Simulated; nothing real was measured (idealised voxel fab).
Documented hereafter: the process module known as voxel released beams.
Square cell edge 5 nm, section width 200 nm, ID cut.
Bands, listed from the top down, are how a cross-section gets written in this document; the cross-section itself is a grid of square cells, and a band is one or more rows of them. In this notation a band is specified by the heights of its top and bottom, in that order and in nm, after which its materials appear from left to right, each paired with its width in nm. The word "everywhere" attached to a single material means that material fills the band from edge to edge; the word "empty" stands for empty space. Height is counted from the level 0, under which the received wafer is composed throughout of one material. The lowest of the bands is not closed at the bottom but continues downward, in the notation "0 down". With a width like "30 to 40", each row of cells in the band differs from the next by the same amount, the top row carrying the first number and the bottom row the second. "nothing altered" means the step left every cell of the cross-section as it was. So "Closed void inventory" is basically the list of trapped voids: any empty space of 8 cells or more that can't reach the top through an opening. They're written width x height at distance, the distance being from the left edge, and it's all nm. It should be noted that, on the line of a given step, the content following the step's settings is a remark produced by the simulator itself with respect to that step. Among the settings permitted on a step's line is "overlay nm"; applied to a step with a mask, it specifies the extent to which the mask lay to the right of its planned position, whereas a negative figure signifies a position to the left.

# Intended process steps
step 1: RECEIVE (material Si)
step 2: CONFORMAL_DEP (material SiN; thk nm 5)
step 3: DIRECTIONAL_DEP (material SiO2; thk nm 20)
step 4: MASKED_ETCH (tone open; mask id ANCHOR; width nm 35; etch materials SiO2; depth nm 20; overlay nm 0)
step 5: CONFORMAL_DEP (material TiN; thk nm 15)
step 6: DIRECTIONAL_DEP (material aC; thk nm 15)
step 7: PATTERN (tone cover; mask id BEAM; material resist; width nm 90; thk nm 30; overlay nm 0)
step 8: DIRECTIONAL_ETCH (etch materials aC; depth nm 15)
step 9: STRIP (etch materials resist)
step 10: DIRECTIONAL_ETCH (etch materials TiN; depth nm 15)
step 11: STRIP (etch materials aC)
step 12: STRIP (etch materials SiO2)

# Here's what the wafer looked like in cross-section when it arrived - that's after step 1
0 down = Si everywhere
Closed void inventory: none

# Cross-section, first of two wafers, end of module, run as planned
40 to 25 = empty 50 nm, TiN 20 nm, empty 5 nm, TiN 65 nm, empty 60 nm
25 to 20 = empty 55 nm, TiN 15 nm, empty 5 nm, TiN 15 nm, empty 110 nm
20 to 5 = empty 55 nm, TiN 35 nm, empty 110 nm
5 to 0 = SiN everywhere
0 down = Si everywhere
Closed void inventory: none

# Wafer two, sectioned after the module: the first wafer's start, the first wafer's plan, and one mistake in how it was run
40 to 25 = empty 50 nm, TiN 90 nm, empty 60 nm
25 to 20 = SiN everywhere
20 to 0 = SiO2 everywhere
0 down = Si everywhere
Closed void inventory: none
The mistake made against the process plan was this: plan steps 2 and 3 run swapped
In the final state, the cell counts of the second wafer exceed or fall short of those of the first for the following materials: 160 more of SiO2, 24 fewer of TiN
